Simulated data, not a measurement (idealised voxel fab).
process module | voxel capacitor over wiring
cross-section cut | 180 nm wide | cells 5 nm
A cross-section is a grid of square cells, given in bands from the top down. A band is one or more rows of cells.
Each band's line starts with the height of the band's top and of its bottom, in nm. Then come its materials from left to right, each with its width in nm. One material with "throughout" fills the band from edge to edge. "air" is empty space.
Height 0 is the level under which the wafer as received is all one material. The lowest band goes on downwards, as in "0 down".
A width such as "30 to 40" changes by the same amount from each row of cells to the next, from the band's top row to its bottom row.
"no change" after a step means that no cell of the cross-section changed.
closed voids: empty space of 8 cells or more with no open way to the top, each as width x height at its distance from the left edge, in nm
after a step's settings: what the simulator itself notes on the step
overlay nm, on a step with a mask: how far to the right of its planned place the mask lay; to the left if negative
plan
1 op RECEIVE | material Si
2 op CONFORMAL_DEP | material SiO2 | thk nm 10
3 op DIRECTIONAL_DEP | material TiN | thk nm 5
4 op DIRECTIONAL_DEP | material Ru | thk nm 15
5 op PATTERN | tone cover | mask id METAL_1 | material resist | width nm 25 | pitch nm 85 | thk nm 20 | overlay nm 0
6 op DIRECTIONAL_ETCH | etch materials Ru | depth nm 15
7 op DIRECTIONAL_ETCH | etch materials TiN | depth nm 5
8 op STRIP | etch materials resist
9 op CONFORMAL_DEP | material SiCN | thk nm 5
10 op FILL_DEP | material SiO2 | thk nm 10
11 op CMP | height nm 30
12 op CONFORMAL_DEP | material SiCN | thk nm 5
13 op DIRECTIONAL_DEP | material SiO2 | thk nm 15
14 op DIRECTIONAL_DEP | material aC | thk nm 10
15 op PATTERN | tone open | mask id PLUG_1 | material resist | width nm 15 | thk nm 25 | overlay nm 0
16 op DIRECTIONAL_ETCH | etch materials aC | depth nm 10
17 op STRIP | etch materials resist
18 op DIRECTIONAL_ETCH | etch materials SiO2 | depth nm 15
19 op DIRECTIONAL_ETCH | etch materials SiCN | depth nm 5
20 op STRIP | etch materials aC
21 op EPI | material Ru | thk nm 10
22 op EPI | material Ru | thk nm 10
23 op DIRECTIONAL_DEP | material TiN | thk nm 10
24 op DIRECTIONAL_DEP | material SiN | thk nm 5
25 op DIRECTIONAL_DEP | material TiN | thk nm 5
26 op DIRECTIONAL_DEP | material aC | thk nm 15
27 op PATTERN | tone cover | mask id UPPER_PLATE | material resist | width nm 65 | thk nm 35 | overlay nm 0
28 op DIRECTIONAL_ETCH | etch materials aC | depth nm 15
29 op STRIP | etch materials resist
30 op DIRECTIONAL_ETCH | etch materials TiN | depth nm 5
31 op DIRECTIONAL_ETCH | etch materials SiN | depth nm 5
32 op STRIP | etch materials aC
33 op PATTERN | tone cover | mask id LOWER_PLATE | material resist | width nm 75 | thk nm 15 | overlay nm 0
34 op DIRECTIONAL_ETCH | etch materials TiN | depth nm 10
35 op STRIP | etch materials resist
36 op FILL_DEP | material SiO2 | thk nm 15
37 op CMP | height nm 80
38 op MASKED_ETCH | tone open | mask id PLUG_2 | width nm 15 | etch materials SiO2 | depth nm 10 | overlay nm 0
39 op CONFORMAL_DEP | material TiN | thk nm 5
40 op FILL_DEP | material Cu | thk nm 10
41 op CMP | height nm 80
42 op CONFORMAL_DEP | material SiN | thk nm 5
as received, after step 1
  0 down: Si throughout
  closed voids: none
first wafer at the end, as planned
  85 to 80: SiN throughout
  80 to 75: SiO2 55 | TiN 5 | Cu 5 | TiN 5 | SiO2 110
  75 to 65: SiO2 55 to 45 | TiN 15 to 65 | SiO2 110 to 70
  65 to 60: SiO2 45 | SiN 65 | SiO2 70
  60 to 50: SiO2 40 | TiN 75 | SiO2 65
  50 to 35: SiO2 45 | Ru 15 | SiO2 120
  35 to 30: SiCN 45 | Ru 15 | SiCN 120
  30 to 15: SiO2 30 | SiCN 5 | Ru 25 | SiCN 5 | SiO2 50 | SiCN 5 | Ru 25 | SiCN 5 | SiO2 30
  15 to 10: SiCN 35 | TiN 25 | SiCN 60 | TiN 25 | SiCN 35
  10 to 0: SiO2 throughout
  0 down: Si throughout
  closed voids: none
second wafer at the end: like start, like plan, one mistake
  85 to 80: SiN throughout
  80 to 75: SiO2 55 | TiN 5 | Cu 5 | TiN 5 | SiO2 110
  75 to 65: SiO2 55 | TiN 15 to 60 | SiO2 110 to 65
  65 to 60: SiO2 55 | SiN 65 | SiO2 60
  60 to 50: SiO2 40 | TiN 80 | SiO2 60
  50 to 35: SiO2 45 | Ru 15 | SiO2 120
  35 to 30: SiCN 45 | Ru 15 | SiCN 120
  30 to 15: SiO2 30 | SiCN 5 | Ru 25 | SiCN 5 | SiO2 50 | SiCN 5 | Ru 25 | SiCN 5 | SiO2 30
  15 to 10: SiCN 35 | TiN 25 | SiCN 60 | TiN 25 | SiCN 35
  10 to 0: SiO2 throughout
  0 down: Si throughout
  closed voids: none
what went wrong: step 27 ran as: op PATTERN | tone cover | mask id UPPER_PLATE | material resist | width nm 65 | thk nm 35 | overlay nm 10
at the end the second wafer has, in cells: 1 fewer of SiO2 | 1 more of TiN
